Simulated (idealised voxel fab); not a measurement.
A process module follows: voxel quadruple lines.
The width of the displayed cross-section, cut, is 230 nm; its cells are square, with a size of 5 nm.
Bands, listed from the top down, are how a cross-section gets written in this document; the cross-section itself is a grid of square cells, and a band is one or more rows of them.
Within each band entry, the heights of the top and of the bottom of the band appear first, in that order and in nm; the materials of the band then follow from left to right, each with its corresponding width in nm. The designation "full width" on a single material indicates that it fills the band from edge to edge; the designation "blank" indicates empty space.
The reference from which all heights are counted is 0, the level beneath which the as-received wafer is entirely one material; the lowest band, having no lower bound, proceeds downward and is written after the example "0 nm and below".
With a width like "30->40", each row of cells in the band differs from the next by the same amount, the top row carrying the first number and the bottom row the second.
Step note "no change" = no cross-section cell changed.
Look at "Enclosed cavity list" for the closed voids: empty spaces with no open path to the top, sized 8 cells or up. Each is width x height at distance, distance from the left edge, all nm.
On each step's line, the part that comes after the settings is the simulator's own comment on the step.
You can add "overlay nm" to a step's line. For a step with a mask, it describes how far the mask lay to the right of its planned position, and a negative number describes a lay to the left.
How should the pairs below be read? Each gives the cross-section before one process step and the cross-section after it, the latter drawn only to the lowest band that changed; the step that lies between them, with its settings, appears under the pair. Does a pair pick up where the pair above left off? Only where its entry headed "Before this step" says so, since pairs can come from different runs of this module on the same starting wafer.

## Before this step
	0 nm and below  Si full width
	Enclosed cavity list: none

## Post-Step Cross-Section
	5 nm to 0 nm  Al2O3 full width
	Under 0: no change, same as before.
	Enclosed cavity list: none
What was done to get from the before section above to the after section? CONFORMAL_DEP [material Al2O3] [thk nm 5]

Before this step: This step starts from the configuration shown after the step in the pair immediately above.

## Post-Step Cross-Section
	15 nm to 5 nm  W full width
	Under 5: no change, same as before.
	Enclosed cavity list: none
What was done to get from the before section above to the after section? DIRECTIONAL_DEP [material W] [thk nm 10]

Before this step: This step starts from the configuration shown after the step in the pair immediately above.

## Post-Step Cross-Section
	30 nm to 15 nm  polySi full width
	Under 15: no change, same as before.
	Enclosed cavity list: none
What was done to get from the before section above to the after section? DIRECTIONAL_DEP [material polySi] [thk nm 15]

Before this step: This step starts from the configuration shown after the step in the pair immediately above.

## Post-Step Cross-Section
	55 nm to 30 nm  aC full width
	Under 30: no change, same as before.
	Enclosed cavity list: none
What was done to get from the before section above to the after section? DIRECTIONAL_DEP [material aC] [thk nm 25]

Before this step: This step starts from the configuration shown after the step in the pair immediately above.

## Post-Step Cross-Section
	90 nm to 55 nm  blank 60 nm / resist 25 nm / blank 55 nm / resist 25 nm / blank 65 nm
	Under 55: no change, same as before.
	Enclosed cavity list: none
What was done to get from the before section above to the after section? PATTERN [tone cover] [mask id MANDREL] [material resist] [width nm 25] [pitch nm 80] [thk nm 35] [overlay nm 0]

Before this step: This step starts from the configuration shown after the step in the pair immediately above.

## Post-Step Cross-Section
	65 nm to 55 nm  blank 60 nm / resist 25 nm / blank 55 nm / resist 25 nm / blank 65 nm
	55 nm to 30 nm  blank 60 nm / aC 25 nm / blank 55 nm / aC 25 nm / blank 65 nm
	Under 30: no change, same as before.
	Enclosed cavity list: none
What was done to get from the before section above to the after section? DIRECTIONAL_ETCH [etch materials aC] [depth nm 25]

Before this step: This step starts from the configuration shown after the step in the pair immediately above.

## Post-Step Cross-Section
	55 nm to 30 nm  blank 60 nm / aC 25 nm / blank 55 nm / aC 25 nm / blank 65 nm
	Under 30: no change, same as before.
	Enclosed cavity list: none
What was done to get from the before section above to the after section? STRIP [etch materials resist]

Before this step: This step starts from the configuration shown after the step in the pair immediately above.

## Post-Step Cross-Section
	70 nm to 55 nm  blank 45 nm / SiO2 55 nm / blank 25 nm / SiO2 55 nm / blank 50 nm
	55 nm to 45 nm  blank 45 nm / SiO2 15 nm / aC 25 nm / SiO2 15 nm / blank 25 nm / SiO2 15 nm / aC 25 nm / SiO2 15 nm / blank 50 nm
	45 nm to 30 nm  SiO2 60 nm / aC 25 nm / SiO2 55 nm / aC 25 nm / SiO2 65 nm
	Under 30: no change, same as before.
	Enclosed cavity list: none
What was done to get from the before section above to the after section? CONFORMAL_DEP [material SiO2] [thk nm 15]

Before this step: This step starts from the configuration shown after the step in the pair immediately above.

## Post-Step Cross-Section
	55 nm to 30 nm  blank 45 nm / SiO2 15 nm / aC 25 nm / SiO2 15 nm / blank 25 nm / SiO2 15 nm / aC 25 nm / SiO2 15 nm / blank 50 nm
	Under 30: no change, same as before.
	Enclosed cavity list: none
What was done to get from the before section above to the after section? DIRECTIONAL_ETCH [etch materials SiO2] [depth nm 15]

Before this step: This step starts from the configuration shown after the step in the pair immediately above.

## Post-Step Cross-Section
	55 nm to 30 nm  blank 45 nm / SiO2 15 nm / blank 25 nm / SiO2 15 nm / blank 25 nm / SiO2 15 nm / blank 25 nm / SiO2 15 nm / blank 50 nm
	Under 30: no change, same as before.
	Enclosed cavity list: none
What was done to get from the before section above to the after section? STRIP [etch materials aC]

Before this step: This step starts from the configuration shown after the step in the pair immediately above.

## Post-Step Cross-Section
	55 nm to 30 nm  blank 45 nm / SiO2 15 nm / blank 25 nm / SiO2 15 nm / blank 25 nm / SiO2 15 nm / blank 25 nm / SiO2 15 nm / blank 50 nm
	30 nm to 15 nm  blank 45 nm / polySi 15 nm / blank 25 nm / polySi 15 nm / blank 25 nm / polySi 15 nm / blank 25 nm / polySi 15 nm / blank 50 nm
	Under 15: no change, same as before.
	Enclosed cavity list: none
What was done to get from the before section above to the after section? DIRECTIONAL_ETCH [etch materials polySi] [depth nm 15]

Before this step: This step starts from the configuration shown after the step in the pair immediately above.

## Post-Step Cross-Section
	30 nm to 15 nm  blank 45 nm / polySi 15 nm / blank 25 nm / polySi 15 nm / blank 25 nm / polySi 15 nm / blank 25 nm / polySi 15 nm / blank 50 nm
	Under 15: no change, same as before.
	Enclosed cavity list: none
What was done to get from the before section above to the after section? STRIP [etch materials SiO2]

Before this step: This step starts from the configuration shown after the step in the pair immediately above.

## Post-Step Cross-Section
	35 nm to 30 nm  blank 40 nm / SiN 25 nm / blank 15 nm / SiN 25 nm / blank 15 nm / SiN 25 nm / blank 15 nm / SiN 25 nm / blank 45 nm
	30 nm to 20 nm  blank 40 nm / SiN 5 nm / polySi 15 nm / SiN 5 nm / blank 15 nm / SiN 5 nm / polySi 15 nm / SiN 5 nm / blank 15 nm / SiN 5 nm / polySi 15 nm / SiN 5 nm / blank 15 nm / SiN 5 nm / polySi 15 nm / SiN 5 nm / blank 45 nm
	20 nm to 15 nm  SiN 45 nm / polySi 15 nm / SiN 25 nm / polySi 15 nm / SiN 25 nm / polySi 15 nm / SiN 25 nm / polySi 15 nm / SiN 50 nm
	Under 15: no change, same as before.
	Enclosed cavity list: none
What was done to get from the before section above to the after section? CONFORMAL_DEP [material SiN] [thk nm 5]

Before this step: This step starts from the configuration shown after the step in the pair immediately above.

## Post-Step Cross-Section
	30 nm to 15 nm  blank 40 nm / SiN 5 nm / polySi 15 nm / SiN 5 nm / blank 15 nm / SiN 5 nm / polySi 15 nm / SiN 5 nm / blank 15 nm / SiN 5 nm / polySi 15 nm / SiN 5 nm / blank 15 nm / SiN 5 nm / polySi 15 nm / SiN 5 nm / blank 45 nm
	Under 15: no change, same as before.
	Enclosed cavity list: none
What was done to get from the before section above to the after section? DIRECTIONAL_ETCH [etch materials SiN] [depth nm 5]

Before this step: This step starts from the configuration shown after the step in the pair immediately above.

## Post-Step Cross-Section
	30 nm to 15 nm  blank 40 nm / SiN 5 nm / blank 15 nm / SiN 5 nm / blank 15 nm / SiN 5 nm / blank 15 nm / SiN 5 nm / blank 15 nm / SiN 5 nm / blank 15 nm / SiN 5 nm / blank 15 nm / SiN 5 nm / blank 15 nm / SiN 5 nm / blank 45 nm
	Under 15: no change, same as before.
	Enclosed cavity list: none
What was done to get from the before section above to the after section? STRIP [etch materials polySi]

Before this step: This step starts from the configuration shown after the step in the pair immediately above.

## Post-Step Cross-Section
	30 nm to 15 nm  blank 40 nm / SiN 5 nm / blank 15 nm / SiN 5 nm / blank 15 nm / SiN 5 nm / blank 15 nm / SiN 5 nm / blank 15 nm / SiN 5 nm / blank 15 nm / SiN 5 nm / blank 15 nm / SiN 5 nm / blank 15 nm / SiN 5 nm / blank 45 nm
	15 nm to 5 nm  blank 40 nm / W 5 nm / blank 15 nm / W 5 nm / blank 15 nm / W 5 nm / blank 15 nm / W 5 nm / blank 15 nm / W 5 nm / blank 15 nm / W 5 nm / blank 15 nm / W 5 nm / blank 15 nm / W 5 nm / blank 45 nm
	Under 5: no change, same as before.
	Enclosed cavity list: none
What was done to get from the before section above to the after section? DIRECTIONAL_ETCH [etch materials W] [depth nm 10]

Before this step: This step starts from the configuration shown after the step in the pair immediately above.

## Post-Step Cross-Section
	15 nm to 5 nm  blank 40 nm / W 5 nm / blank 15 nm / W 5 nm / blank 15 nm / W 5 nm / blank 15 nm / W 5 nm / blank 15 nm / W 5 nm / blank 15 nm / W 5 nm / blank 15 nm / W 5 nm / blank 15 nm / W 5 nm / blank 45 nm
	Under 5: no change, same as before.
	Enclosed cavity list: none
What was done to get from the before section above to the after section? STRIP [etch materials SiN]

Before this step: This step starts from the configuration shown after the step in the pair immediately above.

## Post-Step Cross-Section
	20 nm to 15 nm  lowk full width
	15 nm to 5 nm  lowk 40 nm / W 5 nm / lowk 15 nm / W 5 nm / lowk 15 nm / W 5 nm / lowk 15 nm / W 5 nm / lowk 15 nm / W 5 nm / lowk 15 nm / W 5 nm / lowk 15 nm / W 5 nm / lowk 15 nm / W 5 nm / lowk 45 nm
	Under 5: no change, same as before.
	Enclosed cavity list: none
What was done to get from the before section above to the after section? FILL_DEP [material lowk] [thk nm 5]

Before this step: This step starts from the configuration shown after the step in the pair immediately above.

## Post-Step Cross-Section
	15 nm to 5 nm  lowk 40 nm / W 5 nm / lowk 15 nm / W 5 nm / lowk 15 nm / W 5 nm / lowk 15 nm / W 5 nm / lowk 15 nm / W 5 nm / lowk 15 nm / W 5 nm / lowk 15 nm / W 5 nm / lowk 15 nm / W 5 nm / lowk 45 nm
	Under 5: no change, same as before.
	Enclosed cavity list: none
What was done to get from the before section above to the after section? CMP [height nm 15]

## Before this step
	0 nm and below  Si full width
	Enclosed cavity list: none

## Post-Step Cross-Section
	10 nm to 0 nm  W full width
	Under 0: no change, same as before.
	Enclosed cavity list: none
What was done to get from the before section above to the after section? DIRECTIONAL_DEP [material W] [thk nm 10]

Before this step: This step starts from the configuration shown after the step in the pair immediately above.

## Post-Step Cross-Section
	25 nm to 10 nm  polySi full width
	Under 10: no change, same as before.
	Enclosed cavity list: none
What was done to get from the before section above to the after section? DIRECTIONAL_DEP [material polySi] [thk nm 15]

Before this step: This step starts from the configuration shown after the step in the pair immediately above.

## Post-Step Cross-Section
	50 nm to 25 nm  aC full width
	Under 25: no change, same as before.
	Enclosed cavity list: none
What was done to get from the before section above to the after section? DIRECTIONAL_DEP [material aC] [thk nm 25]

Before this step: This step starts from the configuration shown after the step in the pair immediately above.

## Post-Step Cross-Section
	85 nm to 50 nm  blank 60 nm / resist 25 nm / blank 55 nm / resist 25 nm / blank 65 nm
	Under 50: no change, same as before.
	Enclosed cavity list: none
What was done to get from the before section above to the after section? PATTERN [tone cover] [mask id MANDREL] [material resist] [width nm 25] [pitch nm 80] [thk nm 35] [overlay nm 0]

Before this step: This step starts from the configuration shown after the step in the pair immediately above.

## Post-Step Cross-Section
	60 nm to 50 nm  blank 60 nm / resist 25 nm / blank 55 nm / resist 25 nm / blank 65 nm
	50 nm to 25 nm  blank 60 nm / aC 25 nm / blank 55 nm / aC 25 nm / blank 65 nm
	Under 25: no change, same as before.
	Enclosed cavity list: none
What was done to get from the before section above to the after section? DIRECTIONAL_ETCH [etch materials aC] [depth nm 25]

Before this step: This step starts from the configuration shown after the step in the pair immediately above.

## Post-Step Cross-Section
	50 nm to 25 nm  blank 60 nm / aC 25 nm / blank 55 nm / aC 25 nm / blank 65 nm
	Under 25: no change, same as before.
	Enclosed cavity list: none
What was done to get from the before section above to the after section? STRIP [etch materials resist]

Before this step: This step starts from the configuration shown after the step in the pair immediately above.

## Post-Step Cross-Section
	65 nm to 50 nm  blank 45 nm / SiO2 55 nm / blank 25 nm / SiO2 55 nm / blank 50 nm
	50 nm to 40 nm  blank 45 nm / SiO2 15 nm / aC 25 nm / SiO2 15 nm / blank 25 nm / SiO2 15 nm / aC 25 nm / SiO2 15 nm / blank 50 nm
	40 nm to 25 nm  SiO2 60 nm / aC 25 nm / SiO2 55 nm / aC 25 nm / SiO2 65 nm
	Under 25: no change, same as before.
	Enclosed cavity list: none
What was done to get from the before section above to the after section? CONFORMAL_DEP [material SiO2] [thk nm 15]

Before this step: This step starts from the configuration shown after the step in the pair immediately above.

## Post-Step Cross-Section
	50 nm to 25 nm  blank 45 nm / SiO2 15 nm / aC 25 nm / SiO2 15 nm / blank 25 nm / SiO2 15 nm / aC 25 nm / SiO2 15 nm / blank 50 nm
	Under 25: no change, same as before.
	Enclosed cavity list: none
What was done to get from the before section above to the after section? DIRECTIONAL_ETCH [etch materials SiO2] [depth nm 15]

Before this step: This step starts from the configuration shown after the step in the pair immediately above.

## Post-Step Cross-Section
	50 nm to 25 nm  blank 45 nm / SiO2 15 nm / blank 25 nm / SiO2 15 nm / blank 25 nm / SiO2 15 nm / blank 25 nm / SiO2 15 nm / blank 50 nm
	Under 25: no change, same as before.
	Enclosed cavity list: none
What was done to get from the before section above to the after section? STRIP [etch materials aC]

Before this step: This step starts from the configuration shown after the step in the pair immediately above.

## Post-Step Cross-Section
	50 nm to 25 nm  blank 45 nm / SiO2 15 nm / blank 25 nm / SiO2 15 nm / blank 25 nm / SiO2 15 nm / blank 25 nm / SiO2 15 nm / blank 50 nm
	25 nm to 10 nm  blank 45 nm / polySi 15 nm / blank 25 nm / polySi 15 nm / blank 25 nm / polySi 15 nm / blank 25 nm / polySi 15 nm / blank 50 nm
	Under 10: no change, same as before.
	Enclosed cavity list: none
What was done to get from the before section above to the after section? DIRECTIONAL_ETCH [etch materials polySi] [depth nm 15]

Before this step: This step starts from the configuration shown after the step in the pair immediately above.

## Post-Step Cross-Section
	25 nm to 10 nm  blank 45 nm / polySi 15 nm / blank 25 nm / polySi 15 nm / blank 25 nm / polySi 15 nm / blank 25 nm / polySi 15 nm / blank 50 nm
	Under 10: no change, same as before.
	Enclosed cavity list: none
What was done to get from the before section above to the after section? STRIP [etch materials SiO2]

Before this step: This step starts from the configuration shown after the step in the pair immediately above.

## Post-Step Cross-Section
	30 nm to 25 nm  blank 40 nm / SiN 25 nm / blank 15 nm / SiN 25 nm / blank 15 nm / SiN 25 nm / blank 15 nm / SiN 25 nm / blank 45 nm
	25 nm to 15 nm  blank 40 nm / SiN 5 nm / polySi 15 nm / SiN 5 nm / blank 15 nm / SiN 5 nm / polySi 15 nm / SiN 5 nm / blank 15 nm / SiN 5 nm / polySi 15 nm / SiN 5 nm / blank 15 nm / SiN 5 nm / polySi 15 nm / SiN 5 nm / blank 45 nm
	15 nm to 10 nm  SiN 45 nm / polySi 15 nm / SiN 25 nm / polySi 15 nm / SiN 25 nm / polySi 15 nm / SiN 25 nm / polySi 15 nm / SiN 50 nm
	Under 10: no change, same as before.
	Enclosed cavity list: none
What was done to get from the before section above to the after section? CONFORMAL_DEP [material SiN] [thk nm 5]

Before this step: This step starts from the configuration shown after the step in the pair immediately above.

## Post-Step Cross-Section
	25 nm to 10 nm  blank 40 nm / SiN 5 nm / polySi 15 nm / SiN 5 nm / blank 15 nm / SiN 5 nm / polySi 15 nm / SiN 5 nm / blank 15 nm / SiN 5 nm / polySi 15 nm / SiN 5 nm / blank 15 nm / SiN 5 nm / polySi 15 nm / SiN 5 nm / blank 45 nm
	Under 10: no change, same as before.
	Enclosed cavity list: none
What was done to get from the before section above to the after section? DIRECTIONAL_ETCH [etch materials SiN] [depth nm 5]

Before this step: This step starts from the configuration shown after the step in the pair immediately above.

## Post-Step Cross-Section
	25 nm to 10 nm  blank 40 nm / SiN 5 nm / blank 15 nm / SiN 5 nm / blank 15 nm / SiN 5 nm / blank 15 nm / SiN 5 nm / blank 15 nm / SiN 5 nm / blank 15 nm / SiN 5 nm / blank 15 nm / SiN 5 nm / blank 15 nm / SiN 5 nm / blank 45 nm
	Under 10: no change, same as before.
	Enclosed cavity list: none
What was done to get from the before section above to the after section? STRIP [etch materials polySi]

Before this step: This step starts from the configuration shown after the step in the pair immediately above.

## Post-Step Cross-Section
	25 nm to 10 nm  blank 40 nm / SiN 5 nm / blank 15 nm / SiN 5 nm / blank 15 nm / SiN 5 nm / blank 15 nm / SiN 5 nm / blank 15 nm / SiN 5 nm / blank 15 nm / SiN 5 nm / blank 15 nm / SiN 5 nm / blank 15 nm / SiN 5 nm / blank 45 nm
	10 nm to 0 nm  blank 40 nm / W 5 nm / blank 15 nm / W 5 nm / blank 15 nm / W 5 nm / blank 15 nm / W 5 nm / blank 15 nm / W 5 nm / blank 15 nm / W 5 nm / blank 15 nm / W 5 nm / blank 15 nm / W 5 nm / blank 45 nm
	Under 0: no change, same as before.
	Enclosed cavity list: none
What was done to get from the before section above to the after section? DIRECTIONAL_ETCH [etch materials W] [depth nm 10]

Before this step: This step starts from the configuration shown after the step in the pair immediately above.

## Post-Step Cross-Section
	10 nm to 0 nm  blank 40 nm / W 5 nm / blank 15 nm / W 5 nm / blank 15 nm / W 5 nm / blank 15 nm / W 5 nm / blank 15 nm / W 5 nm / blank 15 nm / W 5 nm / blank 15 nm / W 5 nm / blank 15 nm / W 5 nm / blank 45 nm
	Under 0: no change, same as before.
	Enclosed cavity list: none
What was done to get from the before section above to the after section? STRIP [etch materials SiN]

Before this step: This step starts from the configuration shown after the step in the pair immediately above.

## Post-Step Cross-Section
	15 nm to 10 nm  lowk full width
	10 nm to 0 nm  lowk 40 nm / W 5 nm / lowk 15 nm / W 5 nm / lowk 15 nm / W 5 nm / lowk 15 nm / W 5 nm / lowk 15 nm / W 5 nm / lowk 15 nm / W 5 nm / lowk 15 nm / W 5 nm / lowk 15 nm / W 5 nm / lowk 45 nm
	Under 0: no change, same as before.
	Enclosed cavity list: none
What was done to get from the before section above to the after section? FILL_DEP [material lowk] [thk nm 5]

## Before this step
	5 nm to 0 nm  Al2O3 full width
	0 nm and below  Si full width
	Enclosed cavity list: none

## Post-Step Cross-Section
	20 nm to 5 nm  polySi full width
	Under 5: no change, same as before.
	Enclosed cavity list: none
What was done to get from the before section above to the after section? DIRECTIONAL_DEP [material polySi] [thk nm 15]

Before this step: This step starts from the configuration shown after the step in the pair immediately above.

## Post-Step Cross-Section
	30 nm to 20 nm  W full width
	Under 20: no change, same as before.
	Enclosed cavity list: none
What was done to get from the before section above to the after section? DIRECTIONAL_DEP [material W] [thk nm 10]

Before this step: This step starts from the configuration shown after the step in the pair immediately above.

## Post-Step Cross-Section
	55 nm to 30 nm  aC full width
	Under 30: no change, same as before.
	Enclosed cavity list: none
What was done to get from the before section above to the after section? DIRECTIONAL_DEP [material aC] [thk nm 25]

Before this step: This step starts from the configuration shown after the step in the pair immediately above.

## Post-Step Cross-Section
	90 nm to 55 nm  blank 60 nm / resist 25 nm / blank 55 nm / resist 25 nm / blank 65 nm
	Under 55: no change, same as before.
	Enclosed cavity list: none
What was done to get from the before section above to the after section? PATTERN [tone cover] [mask id MANDREL] [material resist] [width nm 25] [pitch nm 80] [thk nm 35] [overlay nm 0]

Before this step: This step starts from the configuration shown after the step in the pair immediately above.

## Post-Step Cross-Section
	65 nm to 55 nm  blank 60 nm / resist 25 nm / blank 55 nm / resist 25 nm / blank 65 nm
	55 nm to 30 nm  blank 60 nm / aC 25 nm / blank 55 nm / aC 25 nm / blank 65 nm
	Under 30: no change, same as before.
	Enclosed cavity list: none
What was done to get from the before section above to the after section? DIRECTIONAL_ETCH [etch materials aC] [depth nm 25]

Before this step: This step starts from the configuration shown after the step in the pair immediately above.

## Post-Step Cross-Section
	55 nm to 30 nm  blank 60 nm / aC 25 nm / blank 55 nm / aC 25 nm / blank 65 nm
	Under 30: no change, same as before.
	Enclosed cavity list: none
What was done to get from the before section above to the after section? STRIP [etch materials resist]

Before this step: This step starts from the configuration shown after the step in the pair immediately above.

## Post-Step Cross-Section
	70 nm to 55 nm  blank 45 nm / SiO2 55 nm / blank 25 nm / SiO2 55 nm / blank 50 nm
	55 nm to 45 nm  blank 45 nm / SiO2 15 nm / aC 25 nm / SiO2 15 nm / blank 25 nm / SiO2 15 nm / aC 25 nm / SiO2 15 nm / blank 50 nm
	45 nm to 30 nm  SiO2 60 nm / aC 25 nm / SiO2 55 nm / aC 25 nm / SiO2 65 nm
	Under 30: no change, same as before.
	Enclosed cavity list: none
What was done to get from the before section above to the after section? CONFORMAL_DEP [material SiO2] [thk nm 15]

Before this step: This step starts from the configuration shown after the step in the pair immediately above.

## Post-Step Cross-Section
	55 nm to 30 nm  blank 45 nm / SiO2 15 nm / aC 25 nm / SiO2 15 nm / blank 25 nm / SiO2 15 nm / aC 25 nm / SiO2 15 nm / blank 50 nm
	Under 30: no change, same as before.
	Enclosed cavity list: none
What was done to get from the before section above to the after section? DIRECTIONAL_ETCH [etch materials SiO2] [depth nm 15]

Before this step: This step starts from the configuration shown after the step in the pair immediately above.

## Post-Step Cross-Section
	55 nm to 30 nm  blank 45 nm / SiO2 15 nm / blank 25 nm / SiO2 15 nm / blank 25 nm / SiO2 15 nm / blank 25 nm / SiO2 15 nm / blank 50 nm
	Under 30: no change, same as before.
	Enclosed cavity list: none
What was done to get from the before section above to the after section? STRIP [etch materials aC]

Before this step: This step starts from the configuration shown after the step in the pair immediately above.

## Post-Step Cross-Section
	30 nm to 20 nm  W full width
	Under 20: no change, same as before.
	Enclosed cavity list: none
What was done to get from the before section above to the after section? STRIP [etch materials SiO2]

Before this step: This step starts from the configuration shown after the step in the pair immediately above.

## Post-Step Cross-Section
	35 nm to 30 nm  SiN full width
	Under 30: no change, same as before.
	Enclosed cavity list: none
What was done to get from the before section above to the after section? CONFORMAL_DEP [material SiN] [thk nm 5]

Before this step: This step starts from the configuration shown after the step in the pair immediately above.

## Post-Step Cross-Section
	30 nm to 20 nm  W full width
	Under 20: no change, same as before.
	Enclosed cavity list: none
What was done to get from the before section above to the after section? DIRECTIONAL_ETCH [etch materials SiN] [depth nm 5]

Before this step: This step starts from the configuration shown after the step in the pair immediately above.

## Post-Step Cross-Section
	20 nm to 5 nm  polySi full width
	Under 5: no change, same as before.
	Enclosed cavity list: none
What was done to get from the before section above to the after section? DIRECTIONAL_ETCH [etch materials W] [depth nm 10]

Before this step: This step starts from the configuration shown after the step in the pair immediately above.

## Post-Step Cross-Section
	25 nm to 20 nm  lowk full width
	Under 20: no change, same as before.
	Enclosed cavity list: none
What was done to get from the before section above to the after section? FILL_DEP [material lowk] [thk nm 5]

Before this step: This step starts from the configuration shown after the step in the pair immediately above.

## Post-Step Cross-Section
	15 nm to 5 nm  polySi full width
	Under 5: no change, same as before.
	Enclosed cavity list: none
What was done to get from the before section above to the after section? CMP [height nm 15]

## Before this step
	20 nm to 15 nm  lowk full width
	15 nm to 5 nm  lowk 40 nm / W 5 nm / lowk 15 nm / W 5 nm / lowk 15 nm / W 5 nm / lowk 15 nm / W 5 nm / lowk 15 nm / W 5 nm / lowk 15 nm / W 5 nm / lowk 15 nm / W 5 nm / lowk 15 nm / W 5 nm / lowk 45 nm
	5 nm to 0 nm  Al2O3 full width
	0 nm and below  Si full width
	Enclosed cavity list: none

## Post-Step Cross-Section
	10 nm to 5 nm  lowk 40 nm / W 5 nm / lowk 15 nm / W 5 nm / lowk 15 nm / W 5 nm / lowk 15 nm / W 5 nm / lowk 15 nm / W 5 nm / lowk 15 nm / W 5 nm / lowk 15 nm / W 5 nm / lowk 15 nm / W 5 nm / lowk 45 nm
	Under 5: no change, same as before.
	Enclosed cavity list: none
What was done to get from the before section above to the after section? CMP [height nm 10]

## Before this step
	55 nm to 30 nm  aC full width
	30 nm to 15 nm  polySi full width
	15 nm to 5 nm  W full width
	5 nm to 0 nm  Al2O3 full width
	0 nm and below  Si full width
	Enclosed cavity list: none

## Post-Step Cross-Section
	90 nm to 55 nm  blank 60 nm / resist 30 nm / blank 50 nm / resist 30 nm / blank 60 nm
	Under 55: no change, same as before.
	Enclosed cavity list: none
What was done to get from the before section above to the after section? PATTERN [tone cover] [mask id MANDREL] [material resist] [width nm 30] [pitch nm 80] [thk nm 35] [overlay nm 0]

Before this step: This step starts from the configuration shown after the step in the pair immediately above.

## Post-Step Cross-Section
	65 nm to 55 nm  blank 60 nm / resist 30 nm / blank 50 nm / resist 30 nm / blank 60 nm
	55 nm to 30 nm  blank 60 nm / aC 30 nm / blank 50 nm / aC 30 nm / blank 60 nm
	Under 30: no change, same as before.
	Enclosed cavity list: none
What was done to get from the before section above to the after section? DIRECTIONAL_ETCH [etch materials aC] [depth nm 25]

Before this step: This step starts from the configuration shown after the step in the pair immediately above.

## Post-Step Cross-Section
	55 nm to 30 nm  blank 60 nm / aC 30 nm / blank 50 nm / aC 30 nm / blank 60 nm
	Under 30: no change, same as before.
	Enclosed cavity list: none
What was done to get from the before section above to the after section? STRIP [etch materials resist]

Before this step: This step starts from the configuration shown after the step in the pair immediately above.

## Post-Step Cross-Section
	70 nm to 55 nm  blank 45 nm / SiO2 60 nm / blank 20 nm / SiO2 60 nm / blank 45 nm
	55 nm to 45 nm  blank 45 nm / SiO2 15 nm / aC 30 nm / SiO2 15 nm / blank 20 nm / SiO2 15 nm / aC 30 nm / SiO2 15 nm / blank 45 nm
	45 nm to 30 nm  SiO2 60 nm / aC 30 nm / SiO2 50 nm / aC 30 nm / SiO2 60 nm
	Under 30: no change, same as before.
	Enclosed cavity list: none
What was done to get from the before section above to the after section? CONFORMAL_DEP [material SiO2] [thk nm 15]

Before this step: This step starts from the configuration shown after the step in the pair immediately above.

## Post-Step Cross-Section
	55 nm to 30 nm  blank 45 nm / SiO2 15 nm / aC 30 nm / SiO2 15 nm / blank 20 nm / SiO2 15 nm / aC 30 nm / SiO2 15 nm / blank 45 nm
	Under 30: no change, same as before.
	Enclosed cavity list: none
What was done to get from the before section above to the after section? DIRECTIONAL_ETCH [etch materials SiO2] [depth nm 15]

Before this step: This step starts from the configuration shown after the step in the pair immediately above.

## Post-Step Cross-Section
	55 nm to 30 nm  blank 45 nm / SiO2 15 nm / blank 30 nm / SiO2 15 nm / blank 20 nm / SiO2 15 nm / blank 30 nm / SiO2 15 nm / blank 45 nm
	Under 30: no change, same as before.
	Enclosed cavity list: none
What was done to get from the before section above to the after section? STRIP [etch materials aC]

Before this step: This step starts from the configuration shown after the step in the pair immediately above.

## Post-Step Cross-Section
	55 nm to 30 nm  blank 45 nm / SiO2 15 nm / blank 30 nm / SiO2 15 nm / blank 20 nm / SiO2 15 nm / blank 30 nm / SiO2 15 nm / blank 45 nm
	30 nm to 15 nm  blank 45 nm / polySi 15 nm / blank 30 nm / polySi 15 nm / blank 20 nm / polySi 15 nm / blank 30 nm / polySi 15 nm / blank 45 nm
	Under 15: no change, same as before.
	Enclosed cavity list: none
What was done to get from the before section above to the after section? DIRECTIONAL_ETCH [etch materials polySi] [depth nm 15]

Before this step: This step starts from the configuration shown after the step in the pair immediately above.

## Post-Step Cross-Section
	30 nm to 15 nm  blank 45 nm / polySi 15 nm / blank 30 nm / polySi 15 nm / blank 20 nm / polySi 15 nm / blank 30 nm / polySi 15 nm / blank 45 nm
	Under 15: no change, same as before.
	Enclosed cavity list: none
What was done to get from the before section above to the after section? STRIP [etch materials SiO2]

Before this step: This step starts from the configuration shown after the step in the pair immediately above.

## Post-Step Cross-Section
	35 nm to 30 nm  blank 40 nm / SiN 25 nm / blank 20 nm / SiN 25 nm / blank 10 nm / SiN 25 nm / blank 20 nm / SiN 25 nm / blank 40 nm
	30 nm to 20 nm  blank 40 nm / SiN 5 nm / polySi 15 nm / SiN 5 nm / blank 20 nm / SiN 5 nm / polySi 15 nm / SiN 5 nm / blank 10 nm / SiN 5 nm / polySi 15 nm / SiN 5 nm / blank 20 nm / SiN 5 nm / polySi 15 nm / SiN 5 nm / blank 40 nm
	20 nm to 15 nm  SiN 45 nm / polySi 15 nm / SiN 30 nm / polySi 15 nm / SiN 20 nm / polySi 15 nm / SiN 30 nm / polySi 15 nm / SiN 45 nm
	Under 15: no change, same as before.
	Enclosed cavity list: none
What was done to get from the before section above to the after section? CONFORMAL_DEP [material SiN] [thk nm 5]

Before this step: This step starts from the configuration shown after the step in the pair immediately above.

## Post-Step Cross-Section
	30 nm to 15 nm  blank 40 nm / SiN 5 nm / polySi 15 nm / SiN 5 nm / blank 20 nm / SiN 5 nm / polySi 15 nm / SiN 5 nm / blank 10 nm / SiN 5 nm / polySi 15 nm / SiN 5 nm / blank 20 nm / SiN 5 nm / polySi 15 nm / SiN 5 nm / blank 40 nm
	Under 15: no change, same as before.
	Enclosed cavity list: none
What was done to get from the before section above to the after section? DIRECTIONAL_ETCH [etch materials SiN] [depth nm 5]

Before this step: This step starts from the configuration shown after the step in the pair immediately above.

## Post-Step Cross-Section
	30 nm to 15 nm  blank 40 nm / SiN 5 nm / blank 15 nm / SiN 5 nm / blank 20 nm / SiN 5 nm / blank 15 nm / SiN 5 nm / blank 10 nm / SiN 5 nm / blank 15 nm / SiN 5 nm / blank 20 nm / SiN 5 nm / blank 15 nm / SiN 5 nm / blank 40 nm
	Under 15: no change, same as before.
	Enclosed cavity list: none
What was done to get from the before section above to the after section? STRIP [etch materials polySi]

Before this step: This step starts from the configuration shown after the step in the pair immediately above.

## Post-Step Cross-Section
	30 nm to 15 nm  blank 40 nm / SiN 5 nm / blank 15 nm / SiN 5 nm / blank 20 nm / SiN 5 nm / blank 15 nm / SiN 5 nm / blank 10 nm / SiN 5 nm / blank 15 nm / SiN 5 nm / blank 20 nm / SiN 5 nm / blank 15 nm / SiN 5 nm / blank 40 nm
	15 nm to 5 nm  blank 40 nm / W 5 nm / blank 15 nm / W 5 nm / blank 20 nm / W 5 nm / blank 15 nm / W 5 nm / blank 10 nm / W 5 nm / blank 15 nm / W 5 nm / blank 20 nm / W 5 nm / blank 15 nm / W 5 nm / blank 40 nm
	Under 5: no change, same as before.
	Enclosed cavity list: none
What was done to get from the before section above to the after section? DIRECTIONAL_ETCH [etch materials W] [depth nm 10]
